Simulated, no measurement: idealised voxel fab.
Process module name: voxel trench capacitor
The cross-section on display is named cut; it measures 245 nm wide, and its cells are 5 nm squares.
In what follows, cross-sections appear as grids of square cells, described through bands that run from the top down, where every band is one or more rows of cells.
Band: top and bottom heights (nm) first, top before bottom; then materials from left to right, widths in nm. "all across" marks a sole material filling the band edge to edge. "empty" denotes empty space.
The reference from which all heights are counted is 0, the level beneath which the as-received wafer is entirely one material; the lowest band, having no lower bound, proceeds downward and is written after the example "0 down".
So if you see something like "30 to 40" for the width, read it as the top row of the band sitting at the first number and the bottom row at the second, with every row in between moving by the same amount as the last.
For the purposes of this document, the phrase "no alteration" attached to a step denotes that no cell within the cross-section was modified by that step.
In the "Voids, sealed" entry, you get each enclosed empty space of 8 cells or more, one with no open way to the top, written width x height at distance, distance from the left edge, in nm.
It should be noted that, on the line of a given step, the content following the step's settings is a remark produced by the simulator itself with respect to that step.
"overlay nm" denotes, for a step that has a mask, the displacement of the mask to the right of its planned place, with negative values corresponding to the left.
THIS SECTION LISTS THE PROCESS STEPS THAT WERE PLANNED
- 1: RECEIVE: material Si
- 2: CONFORMAL_DEP: material SiN, thk nm 10
- 3: DIRECTIONAL_DEP: material aC, thk nm 10
- 4: PATTERN: tone open, mask id TRENCH, material resist, width nm 25, pitch nm 45, thk nm 25, overlay nm -15
- 5: DIRECTIONAL_ETCH: etch materials aC, depth nm 10
- 6: STRIP: etch materials resist
- 7: DIRECTIONAL_ETCH: etch materials SiN, depth nm 10
- 8: DIRECTIONAL_ETCH: etch materials Si, depth nm 35
- 9: STRIP: etch materials aC
- 10: CONFORMAL_DEP: material Al2O3, thk nm 5
- 11: CONFORMAL_DEP: material TiN, thk nm 5
- 12: FILL_DEP: material W, thk nm 10
- 13: CMP: height nm 10
Wafer-to-wafer difference: overlay nm, step 4. Common start. Plan = first wafer's value.
THE FIRST OF SEVERAL WAFERS IN CROSS-SECTION, EXACTLY AS IT REACHED US AFTER STEP 1
> 0 down: Si all across
> Voids, sealed: none
CROSS-SECTION OF THE FIRST OF SEVERAL WAFERS ONCE THE MODULE HAS RUN THROUGH ITS LAST STEP, STEP 13
> 10 to 0: 70 of SiN; 5 of Al2O3; 5 of TiN; 5 of W; 5 of TiN; 5 of Al2O3; 20 of SiN; 5 of Al2O3; 5 of TiN; 5 of W; 5 of TiN; 5 of Al2O3; 105 of SiN
> 0 to -25: 70 of Si; 5 of Al2O3; 5 of TiN; 5 of W; 5 of TiN; 5 of Al2O3; 20 of Si; 5 of Al2O3; 5 of TiN; 5 of W; 5 of TiN; 5 of Al2O3; 105 of Si
> -25 to -30: 70 of Si; 5 of Al2O3; 15 of TiN; 5 of Al2O3; 20 of Si; 5 of Al2O3; 15 of TiN; 5 of Al2O3; 105 of Si
> -30 to -35: 70 of Si; 25 of Al2O3; 20 of Si; 25 of Al2O3; 105 of Si
> -35 down: Si all across
> Voids, sealed: none
LAST WAFER, END OF MODULE, CROSS-SECTION
> 10 to 0: 100 of SiN; 5 of Al2O3; 5 of TiN; 5 of W; 5 of TiN; 5 of Al2O3; 20 of SiN; 5 of Al2O3; 5 of TiN; 5 of W; 5 of TiN; 5 of Al2O3; 75 of SiN
> 0 to -25: 100 of Si; 5 of Al2O3; 5 of TiN; 5 of W; 5 of TiN; 5 of Al2O3; 20 of Si; 5 of Al2O3; 5 of TiN; 5 of W; 5 of TiN; 5 of Al2O3; 75 of Si
> -25 to -30: 100 of Si; 5 of Al2O3; 15 of TiN; 5 of Al2O3; 20 of Si; 5 of Al2O3; 15 of TiN; 5 of Al2O3; 75 of Si
> -30 to -35: 100 of Si; 25 of Al2O3; 20 of Si; 25 of Al2O3; 75 of Si
> -35 down: Si all across
> Voids, sealed: none
FOR YOUR REFERENCE, THE TABLE IS ORGANIZED WITH A ROW PER WAFER; EACH ROW REFLECTS THE WAFER AT THE END OF THE MODULE, INDICATING FOR EACH MATERIAL THE CELLS GAINED (+) OR LOST (-) SINCE RECEIPT, AND THEREAFTER ITS CLOSED VOIDS
overlay nm -15; +42 Al2O3; -70 Si; +78 SiN; +34 TiN; +14 W; Voids, sealed: none
overlay nm -10; +42 Al2O3; -70 Si; +78 SiN; +34 TiN; +14 W; Voids, sealed: none
overlay nm -5; +42 Al2O3; -70 Si; +78 SiN; +34 TiN; +14 W; Voids, sealed: none
overlay nm 0; +42 Al2O3; -70 Si; +78 SiN; +34 TiN; +14 W; Voids, sealed: none
overlay nm 5; +42 Al2O3; -70 Si; +78 SiN; +34 TiN; +14 W; Voids, sealed: none
overlay nm 10; +42 Al2O3; -70 Si; +78 SiN; +34 TiN; +14 W; Voids, sealed: none
overlay nm 15; +42 Al2O3; -70 Si; +78 SiN; +34 TiN; +14 W; Voids, sealed: none
